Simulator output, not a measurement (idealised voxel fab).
Proc. module: voxel self aligned vias
It is cross-section cut that appears here, measuring 215 nm in width, its square cells being 5 nm in size.
A cross-section in this document is a grid of square cells, and it is written down as bands, the top band listed before the ones below it; a band is made up of one or more rows of cells.
It is stipulated that each band's entry specify, in nanometres, the height of the top of the band and then that of its bottom, followed by the materials of the band in left-to-right sequence, each together with its width in nanometres. A single material marked by the word "everywhere" is understood to fill the band from edge to edge; the word "empty" is understood to denote empty space.
The level at which height equals 0 is the one under which the wafer, as it arrives, is entirely one material. No lower edge exists for the bottom band, which continues downward and is notated as in "from 0 down".
When a width is written as two numbers, as in "30 to 40", the first number is the width in the top row of cells of the band and the second is the width in its bottom row, and the width changes by the same amount from each row to the next.
"remained unchanged" -> step changed no cross-section cell.
In the "Fully closed voids" entry, you get each enclosed empty space of 8 cells or more, one with no open way to the top, written width x height at distance, distance from the left edge, in nm.
Past the settings on a step's line: simulator remark, on that step.
overlay nm: how far to the right of its planned place the mask lay on this masked step (negative: to the left).

-- The planned process steps are enumerated hereunder
- 1: RECEIVE | material Si
- 2: CONFORMAL_DEP | material SiO2 | thk nm 10
- 3: CONFORMAL_DEP | material SiCN | thk nm 5
- 4: DIRECTIONAL_DEP | material lowk | thk nm 30
- 5: MASKED_ETCH | tone open | mask id LINES | width nm 25 | pitch nm 50 | etch materials lowk | depth nm 30 | overlay nm 0
- 6: CONFORMAL_DEP | material TiN | thk nm 5
- 7: FILL_DEP | material Ru | thk nm 5
- 8: CMP | height nm 45
- 9: SELECTIVE_ETCH | etch materials W Ru TiN | depth nm 5
- 10: FILL_DEP | material SiN | thk nm 10
- 11: CMP | height nm 45
- 12: DIRECTIONAL_DEP | material lowk | thk nm 15
- 13: PATTERN | tone open | mask id VIAS | material resist | width nm 35 | thk nm 15 | overlay nm 0
- 14: DIRECTIONAL_ETCH | etch materials lowk | depth nm 15
- 15: DIRECTIONAL_ETCH | etch materials SiN | depth nm 5
- 16: STRIP | etch materials resist
- 17: CONFORMAL_DEP | material TiN | thk nm 5
- 18: FILL_DEP | material Cu | thk nm 10
- 19: CMP | height nm 60
- 20: CONFORMAL_DEP | material SiCN | thk nm 5

-- The first of the two wafers, which ran as planned

-- So this is the incoming wafer in cross-section - it's already been through step 1
  from 0 down  Si everywhere
  Fully closed voids: none

-- The wafer in cross-section once step 2 is complete
  from 10 to 0  SiO2 everywhere
  At heights below 0, the structure remains unaltered.

-- The wafer in cross-section once step 3 is complete
  from 15 to 10  SiCN everywhere
  At heights below 10, the structure remains unaltered.

-- The wafer in cross-section once step 4 is complete
  from 45 to 15  lowk everywhere
  At heights below 15, the structure remains unaltered.

-- The wafer in cross-section once step 5 is complete
  from 45 to 15  lowk=70, then empty=25, then lowk=25, then empty=25, then lowk=70
  At heights below 15, the structure remains unaltered.

-- The wafer in cross-section once step 6 is complete
  from 50 to 45  TiN=75, then empty=15, then TiN=35, then empty=15, then TiN=75
  from 45 to 20  lowk=70, then TiN=5, then empty=15, then TiN=5, then lowk=25, then TiN=5, then empty=15, then TiN=5, then lowk=70
  from 20 to 15  lowk=70, then TiN=25, then lowk=25, then TiN=25, then lowk=70
  At heights below 15, the structure remains unaltered.

-- The wafer in cross-section once step 7 is complete
  from 55 to 50  Ru everywhere
  from 50 to 45  TiN=75, then Ru=15, then TiN=35, then Ru=15, then TiN=75
  from 45 to 20  lowk=70, then TiN=5, then Ru=15, then TiN=5, then lowk=25, then TiN=5, then Ru=15, then TiN=5, then lowk=70
  At heights below 20, the structure remains unaltered.

-- The wafer in cross-section once step 8 is complete
  from 45 to 20  lowk=70, then TiN=5, then Ru=15, then TiN=5, then lowk=25, then TiN=5, then Ru=15, then TiN=5, then lowk=70
  At heights below 20, the structure remains unaltered.

-- The wafer in cross-section once step 9 is complete
  from 45 to 40  lowk=70, then empty=25, then lowk=25, then empty=25, then lowk=70
  At heights below 40, the structure remains unaltered.

-- The wafer in cross-section once step 10 is complete
  from 55 to 45  SiN everywhere
  from 45 to 40  lowk=70, then SiN=25, then lowk=25, then SiN=25, then lowk=70
  At heights below 40, the structure remains unaltered.

-- The wafer in cross-section once step 11 is complete
  from 45 to 40  lowk=70, then SiN=25, then lowk=25, then SiN=25, then lowk=70
  At heights below 40, the structure remains unaltered.

-- The wafer in cross-section once step 12 is complete
  from 60 to 45  lowk everywhere
  At heights below 45, the structure remains unaltered.

-- The wafer in cross-section once step 13 is complete
  from 75 to 60  resist=65, then empty=35, then resist=115
  At heights below 60, the structure remains unaltered.

-- The wafer in cross-section once step 14 is complete
  from 75 to 60  resist=65, then empty=35, then resist=115
  from 60 to 45  lowk=65, then empty=35, then lowk=115
  At heights below 45, the structure remains unaltered.

-- The wafer in cross-section once step 15 is complete
  from 75 to 60  resist=65, then empty=35, then resist=115
  from 60 to 45  lowk=65, then empty=35, then lowk=115
  from 45 to 40  lowk=70, then empty=25, then lowk=25, then SiN=25, then lowk=70
  At heights below 40, the structure remains unaltered.

-- The wafer in cross-section once step 16 is complete
  from 60 to 45  lowk=65, then empty=35, then lowk=115
  At heights below 45, the structure remains unaltered.

-- The wafer in cross-section once step 17 is complete
  from 65 to 60  TiN=70, then empty=25, then TiN=120
  from 60 to 50  lowk=65, then TiN=5, then empty=25, then TiN=5, then lowk=115
  from 50 to 45  lowk=65, then TiN=10, then empty=15, then TiN=10, then lowk=115
  from 45 to 40  lowk=70, then TiN=25, then lowk=25, then SiN=25, then lowk=70
  At heights below 40, the structure remains unaltered.

-- The wafer in cross-section once step 18 is complete
  from 75 to 65  Cu everywhere
  from 65 to 60  TiN=70, then Cu=25, then TiN=120
  from 60 to 50  lowk=65, then TiN=5, then Cu=25, then TiN=5, then lowk=115
  from 50 to 45  lowk=65, then TiN=10, then Cu=15, then TiN=10, then lowk=115
  At heights below 45, the structure remains unaltered.

-- The wafer in cross-section once step 19 is complete
  from 60 to 50  lowk=65, then TiN=5, then Cu=25, then TiN=5, then lowk=115
  At heights below 50, the structure remains unaltered.

-- The wafer in cross-section once step 20 is complete
  from 65 to 60  SiCN everywhere
  At heights below 60, the structure remains unaltered.

-- It is to be noted that the second wafer proceeded from the same initial state and according to the same plan as the first, although one mistake was committed in its execution; through step 4, inclusive, the two wafers share an identical history

-- Second wafer, sectioned view, at step 5's planned end time
  from 45 to 15  lowk=65, then empty=25, then lowk=25, then empty=25, then lowk=75
  At heights below 15, the structure remains unaltered.

-- Second wafer, sectioned view, at step 6's planned end time
  from 50 to 45  TiN=70, then empty=15, then TiN=35, then empty=15, then TiN=80
  from 45 to 20  lowk=65, then TiN=5, then empty=15, then TiN=5, then lowk=25, then TiN=5, then empty=15, then TiN=5, then lowk=75
  from 20 to 15  lowk=65, then TiN=25, then lowk=25, then TiN=25, then lowk=75
  At heights below 15, the structure remains unaltered.

-- Second wafer, sectioned view, at step 7's planned end time
  from 55 to 50  Ru everywhere
  from 50 to 45  TiN=70, then Ru=15, then TiN=35, then Ru=15, then TiN=80
  from 45 to 20  lowk=65, then TiN=5, then Ru=15, then TiN=5, then lowk=25, then TiN=5, then Ru=15, then TiN=5, then lowk=75
  At heights below 20, the structure remains unaltered.

-- Second wafer, sectioned view, at step 8's planned end time
  from 45 to 20  lowk=65, then TiN=5, then Ru=15, then TiN=5, then lowk=25, then TiN=5, then Ru=15, then TiN=5, then lowk=75
  At heights below 20, the structure remains unaltered.

-- Second wafer, sectioned view, at step 9's planned end time
  from 45 to 40  lowk=65, then empty=25, then lowk=25, then empty=25, then lowk=75
  At heights below 40, the structure remains unaltered.

-- Second wafer, sectioned view, at step 10's planned end time
  from 55 to 45  SiN everywhere
  from 45 to 40  lowk=65, then SiN=25, then lowk=25, then SiN=25, then lowk=75
  At heights below 40, the structure remains unaltered.

-- Second wafer, sectioned view, at step 11's planned end time
  from 45 to 40  lowk=65, then SiN=25, then lowk=25, then SiN=25, then lowk=75
  At heights below 40, the structure remains unaltered.

-- Second wafer, sectioned view, at step 12's planned end time
  from 60 to 45  lowk everywhere
  At heights below 45, the structure remains unaltered.

-- Second wafer, sectioned view, at step 13's planned end time
  from 75 to 60  resist=65, then empty=35, then resist=115
  At heights below 60, the structure remains unaltered.

-- Second wafer, sectioned view, at step 14's planned end time
  from 75 to 60  resist=65, then empty=35, then resist=115
  from 60 to 45  lowk=65, then empty=35, then lowk=115
  At heights below 45, the structure remains unaltered.

-- Second wafer, sectioned view, at step 15's planned end time
  from 75 to 60  resist=65, then empty=35, then resist=115
  from 60 to 45  lowk=65, then empty=35, then lowk=115
  from 45 to 40  lowk=65, then empty=25, then lowk=25, then SiN=25, then lowk=75
  At heights below 40, the structure remains unaltered.

-- Second wafer, sectioned view, at step 16's planned end time
  from 60 to 45  lowk=65, then empty=35, then lowk=115
  At heights below 45, the structure remains unaltered.

-- Second wafer, sectioned view, at step 17's planned end time
  from 65 to 60  TiN=70, then empty=25, then TiN=120
  from 60 to 50  lowk=65, then TiN=5, then empty=25, then TiN=5, then lowk=115
  from 50 to 45  lowk=65, then TiN=5, then empty=15, then TiN=15, then lowk=115
  from 45 to 40  lowk=65, then TiN=25, then lowk=25, then SiN=25, then lowk=75
  At heights below 40, the structure remains unaltered.

-- Second wafer, sectioned view, at step 18's planned end time
  from 75 to 65  Cu everywhere
  from 65 to 60  TiN=70, then Cu=25, then TiN=120
  from 60 to 50  lowk=65, then TiN=5, then Cu=25, then TiN=5, then lowk=115
  from 50 to 45  lowk=65, then TiN=5, then Cu=15, then TiN=15, then lowk=115
  At heights below 45, the structure remains unaltered.

-- Second wafer, sectioned view, at step 19's planned end time
  from 60 to 50  lowk=65, then TiN=5, then Cu=25, then TiN=5, then lowk=115
  At heights below 50, the structure remains unaltered.

-- Second wafer, sectioned view, at step 20's planned end time
  from 65 to 60  SiCN everywhere
  At heights below 60, the structure remains unaltered.
Processing error: for step 5, the planned setting was not used; the step was instead run as MASKED_ETCH | tone open | mask id LINES | width nm 25 | pitch nm 50 | etch materials lowk | depth nm 30 | overlay nm -5
So at the finish, the second wafer's got exactly as many cells of each material as the first, just not in the same spots.
